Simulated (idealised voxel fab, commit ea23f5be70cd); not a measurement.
You're looking at the process module voxel transistor to metal.
In the cross-section labelled cut, the width is 210 nm and each square cell is 5 nm.
Heads up, the way a cross-section reads in here is a grid of square cells, handed over as bands from the top down, with every band being one or more rows of cells. Each band's line starts with the height of the band's top and of its bottom, in nm. Then come its materials from left to right, each with its width in nm. One material with "everywhere" fills the band from edge to edge. "blank" is empty space. Heights are reckoned from 0. Under this level, the received wafer is all of one material. The bottommost band is open-ended downward, for example "from 0 down". Width: "30..40" (first number = top row, second number = bottom row, same change from row to row of cells). Any step labelled "same as before" changed none of the cells in the cross-section. Closed empty spaces (no open way to the top) of 8 cells or more are what "Entrapped void list" lists, each as width x height at distance from the left edge, nm for all three. after a step's settings: what the simulator itself notes on the step. overlay nm: on a step with a mask, how far right of its planned place the mask lay; negative means left.

The steps planned for the process are as follows
1. RECEIVE with material Si
2. CONFORMAL_DEP with material SiO2, thk nm 5
3. CONFORMAL_DEP with material SiN, thk nm 10
4. DIRECTIONAL_DEP with material aC, thk nm 10
5. PATTERN with tone cover, mask id ACTIVE, material resist, width nm 135, thk nm 30, overlay nm 0
6. DIRECTIONAL_ETCH with etch materials aC, depth nm 10
7. STRIP with etch materials resist
8. DIRECTIONAL_ETCH with etch materials SiN, depth nm 10
9. DIRECTIONAL_ETCH with etch materials SiO2, depth nm 5
10. DIRECTIONAL_ETCH with etch materials Si, depth nm 25
11. STRIP with etch materials aC
12. OXIDIZE with depth nm 5
13. FILL_DEP with material SiO2, thk nm 15
14. CMP with height nm 15
15. SELECTIVE_ETCH with etch materials SiO2, depth nm 5
16. STRIP with etch materials SiN
17. SELECTIVE_ETCH with etch materials SiO2, depth nm 5
18. OXIDIZE with depth nm 5
19. DIRECTIONAL_DEP with material polySi, thk nm 20
20. DIRECTIONAL_DEP with material SiCN, thk nm 15
21. DIRECTIONAL_DEP with material aC, thk nm 10
22. PATTERN with tone cover, mask id GATE, material resist, width nm 35, thk nm 25, overlay nm 0
23. DIRECTIONAL_ETCH with etch materials aC, depth nm 10
24. STRIP with etch materials resist
25. DIRECTIONAL_ETCH with etch materials SiCN, depth nm 25
26. DIRECTIONAL_ETCH with etch materials polySi, depth nm 30
27. STRIP with etch materials aC
28. CONFORMAL_DEP with material SiO2, thk nm 5
29. DIRECTIONAL_ETCH with etch materials SiO2, depth nm 5
30. CONFORMAL_DEP with material SiN, thk nm 5
31. DIRECTIONAL_ETCH with etch materials SiN, depth nm 5
32. DIRECTIONAL_ETCH with etch materials SiO2, depth nm 5
33. EPI with material pSi, thk nm 5
34. FILL_DEP with material SiO2, thk nm 10
35. CMP with height nm 20
36. STRIP with etch materials polySi
37. SELECTIVE_ETCH with etch materials SiO2, depth nm 5
38. CONFORMAL_DEP with material HfO2, thk nm 5
39. CONFORMAL_DEP with material TiN, thk nm 5
40. FILL_DEP with material W, thk nm 10
41. CMP with height nm 15
42. DIRECTIONAL_DEP with material SiO2, thk nm 15
43. MASKED_ETCH with tone open, mask id CONTACT, width nm 20, pitch nm 95, etch materials SiO2, depth nm 30, overlay nm 0
44. CONFORMAL_DEP with material TiN, thk nm 5
45. FILL_DEP with material W, thk nm 10
46. CMP with height nm 30
47. CONFORMAL_DEP with material SiN, thk nm 5
48. DIRECTIONAL_DEP with material SiO2, thk nm 15
49. PATTERN with tone open, mask id METAL_1, material resist, width nm 20, pitch nm 95, thk nm 20, overlay nm 0
50. DIRECTIONAL_ETCH with etch materials SiO2, depth nm 15
51. DIRECTIONAL_ETCH with etch materials SiN, depth nm 5
52. STRIP with etch materials resist
53. CONFORMAL_DEP with material TiN, thk nm 5
54. FILL_DEP with material Cu, thk nm 10
55. CMP with height nm 50
56. EPI with material Ru, thk nm 5
57. FILL_DEP with material SiCN, thk nm 5

Shown in cross-section is the wafer as received, that is, as it stands after step 1
from 0 down = Si everywhere
Entrapped void list: none

The first of the two wafers as seen in cross-section once the module was finished; processing followed the plan
from 60 to 55 = SiCN everywhere
from 55 to 50 = SiCN=40, Ru=30, SiCN=65, Ru=30, SiCN=45
from 50 to 35 = SiO2=45, TiN=5, Cu=10, TiN=5, SiO2=75, TiN=5, Cu=10, TiN=5, SiO2=50
from 35 to 30 = SiN=45, TiN=20, SiN=75, TiN=20, SiN=50
from 30 to 15 = SiO2=45, TiN=5, W=10, TiN=5, SiO2=75, TiN=5, W=10, TiN=5, SiO2=50
from 15 to 5 = SiO2=45, TiN=5, W=10, TiN=5, SiO2=10, SiN=5, HfO2=5, TiN=5, W=25, TiN=5, HfO2=5, SiN=5, SiO2=10, TiN=5, W=10, TiN=5, SiO2=50
from 5 to 0 = SiO2=35, SiN=5, SiO2=5, TiN=20, SiO2=10, SiN=5, HfO2=5, TiN=35, HfO2=5, SiN=5, SiO2=10, TiN=20, SiO2=5, SiN=5, SiO2=40
from 0 to -5 = SiO2=40, pSi=35, SiO2=5, HfO2=45, SiO2=5, pSi=35, SiO2=45
from -5 to -30 = SiO2=40, Si=125, SiO2=45
from -30 down = Si everywhere
Entrapped void list: none

Wafer two cross-section, module end. Start and plan unchanged from wafer one; one mistake made during the run
from 60 to 55 = SiCN everywhere
from 55 to 50 = SiCN=40, Ru=30, SiCN=65, Ru=30, SiCN=45
from 50 to 35 = SiO2=45, TiN=5, Cu=10, TiN=5, SiO2=75, TiN=5, Cu=10, TiN=5, SiO2=50
from 35 to 30 = SiN=45, TiN=20, SiN=75, TiN=20, SiN=50
from 30 to 15 = SiO2=45, TiN=5, W=10, TiN=5, SiO2=75, TiN=5, W=10, TiN=5, SiO2=50
from 15 to 5 = SiO2=45, TiN=5, W=10, TiN=5, SiO2=10, SiN=10, TiN=5, W=25, TiN=5, SiN=10, SiO2=10, TiN=5, W=10, TiN=5, SiO2=50
from 5 to 0 = SiO2=35, SiN=5, SiO2=5, TiN=20, SiO2=10, SiN=10, TiN=35, SiN=10, SiO2=10, TiN=20, SiO2=5, SiN=5, SiO2=40
from 0 to -5 = SiO2=40, pSi=35, SiO2=5, SiN=45, SiO2=5, pSi=35, SiO2=45
from -5 to -30 = SiO2=40, Si=125, SiO2=45
from -30 down = Si everywhere
Entrapped void list: none
Want to know what went wrong? step 38 did not use the planned setting and instead ran as CONFORMAL_DEP with material SiN, thk nm 5
Wrapping up, a cell-based count of both wafers puts the second over or under the first for these materials: HfO2 -15, SiN +15
